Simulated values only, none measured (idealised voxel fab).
Name of the process module below: voxel self aligned contacts
Section shown: cut. Width: 150 nm. Cell size: 5 nm, square.
Reading order for cross-sections: top band down to bottom band. Underlying form: a grid of square cells. Band size: one or more rows of cells.
Within each band entry, the heights of the top and of the bottom of the band appear first, in that order and in nm; the materials of the band then follow from left to right, each with its corresponding width in nm. The designation "edge to edge" on a single material indicates that it fills the band from edge to edge; the designation "empty" indicates empty space.
Ref level 0: as-received wafer is one material below here. Bottom band extends down with no lower bound ("from 0 down").
Read "30..40" as a graded width: first number on top, second number at the bottom, same change between each pair of neighbouring rows.
What does "nothing got changed" mean for a step? It means no cell of the cross-section changed in that step.
Listed in "Sealed internal voids": every empty space of 8 or more cells without an open way to the top. Form: width x height at distance, the distance being from the left edge, all in nm.
Text after the settings on a step's line: the simulator's own remark on that step.
The optional step-line setting "overlay nm" applies to steps with a mask and quantifies how far to the right of its planned location the mask lay, a negative value indicating leftward placement.
BELOW IS THE LIST OF PLANNED PROCESS STEPS
1: RECEIVE, material Si
2: CONFORMAL_DEP, material SiO2, thk nm 5
3: DIRECTIONAL_DEP, material polySi, thk nm 25
4: DIRECTIONAL_DEP, material SiN, thk nm 20
5: DIRECTIONAL_DEP, material aC, thk nm 15
6: PATTERN, tone cover, mask id GATE, material resist, width nm 30, pitch nm 70, thk nm 30, overlay nm 0
7: DIRECTIONAL_ETCH, etch materials aC, depth nm 15
8: STRIP, etch materials resist
9: DIRECTIONAL_ETCH, etch materials SiN, depth nm 20
10: DIRECTIONAL_ETCH, etch materials polySi, depth nm 25
11: STRIP, etch materials aC
12: CONFORMAL_DEP, material SiN, thk nm 10
13: DIRECTIONAL_ETCH, etch materials SiN, depth nm 10
14: FILL_DEP, material SiO2, thk nm 10
15: CMP, height nm 55
16: MASKED_ETCH, tone open, mask id CONTACT, width nm 50, etch materials SiO2, depth nm 55, overlay nm 0
17: CONFORMAL_DEP, material TiN, thk nm 5
18: FILL_DEP, material W, thk nm 10
19: CMP, height nm 55
20: CONFORMAL_DEP, material SiCN, thk nm 5
DELIVERED WAFER IN CROSS-SECTION: STATE AFTER STEP 1
- from 0 down = Si edge to edge
- Sealed internal voids: none
FINAL CROSS-SECTION, MODULE RUN WITH ONE MISTAKE (START AND PLAN AS ABOVE)
- from 60 to 55 = SiCN edge to edge
- from 55 to 45 = SiO2=50  TiN=5..20  W=40..10  TiN=5..20  SiO2=50
- from 45 to 25 = SiO2=15  SiN=50  TiN=5  W=10  TiN=5  SiN=50  SiO2=15
- from 25 to 5 = SiO2=15  SiN=10  polySi=30  SiN=10  TiN=5  W=10  TiN=5  SiN=10  polySi=30  SiN=10  SiO2=15
- from 5 to 0 = SiO2=15  SiN=10  polySi=30  SiN=10  TiN=20  SiN=10  polySi=30  SiN=10  SiO2=15
- from 0 down = Si edge to edge
- Sealed internal voids: none
Deviation noted in wafer processing: the run left out plan step 2 entirely, so it was never executed
